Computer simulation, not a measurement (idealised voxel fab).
Name of the process module below: voxel fin reveal
Each square cell in cross-section cut measures 5 nm, and the section as a whole is 280 nm wide.
We lay out every cross-section as a grid of square cells and spell it out in bands from the top down, where one band means one or more rows of cells. In this notation a band is specified by the heights of its top and bottom, in that order and in nm, after which its materials appear from left to right, each paired with its width in nm. The word "throughout" attached to a single material means that material fills the band from edge to edge; the word "blank" stands for empty space. Convention: height 0 is the level below which the wafer, as received, is all one material. The lowest band does not terminate at the bottom but continues downward, represented as "z 0 and below". The expression "30 to 40" gives the width at the extremes of the band, the first number at its top row of cells and the second at its bottom row, with the width changing by equal amounts from each row to the next in between. Take "no modifications" at face value: in the step it is given for, the cross-section changed in none of its cells. Voids not open to the top, 8 cells minimum: see "Sealed void listing". Written width x height at distance; distance is from the left edge; nm. Step line, after settings: the simulator's comment on this step. "overlay nm" denotes, for a step that has a mask, the displacement of the mask to the right of its planned place, with negative values corresponding to the left.

## The planned process steps are enumerated hereunder
1: RECEIVE, material Si
2: CONFORMAL_DEP, material SiN, thk nm 5
3: DIRECTIONAL_DEP, material aC, thk nm 15
4: PATTERN, tone cover, mask id FINS, material resist, width nm 15, pitch nm 40, thk nm 30, overlay nm 0
5: DIRECTIONAL_ETCH, etch materials aC, depth nm 15
6: STRIP, etch materials resist
7: DIRECTIONAL_ETCH, etch materials SiN, depth nm 5
8: DIRECTIONAL_ETCH, etch materials Si, depth nm 40
9: STRIP, etch materials aC
10: FILL_DEP, material SiO2, thk nm 5
11: CMP, height nm 5
12: SELECTIVE_ETCH, etch materials SiO2, depth nm 35
13: STRIP, etch materials SiN

## As received (post step 1): cross-section
* z 0 and below  Si throughout
* Sealed void listing: none

## The module was run from the start shown above using the plan shown above, but one mistake was made doing it; the resulting wafer cross-section is below
* z 0 to -30  blank: 70 / Si: 15 / blank: 25 / Si: 15 / blank: 25 / Si: 15 / blank: 25 / Si: 15 / blank: 75
* z -30 to -35  SiO2: 35 / blank: 35 / Si: 15 / blank: 25 / Si: 15 / blank: 25 / Si: 15 / blank: 25 / Si: 15 / blank: 35 / SiO2: 40
* z -35 to -40  SiO2: 70 / Si: 15 / SiO2: 25 / Si: 15 / SiO2: 25 / Si: 15 / SiO2: 25 / Si: 15 / SiO2: 75
* z -40 and below  Si throughout
* Sealed void listing: none
Here's what went sideways: steps 12 and 13 of the plan were run in the wrong order, each in the other's place
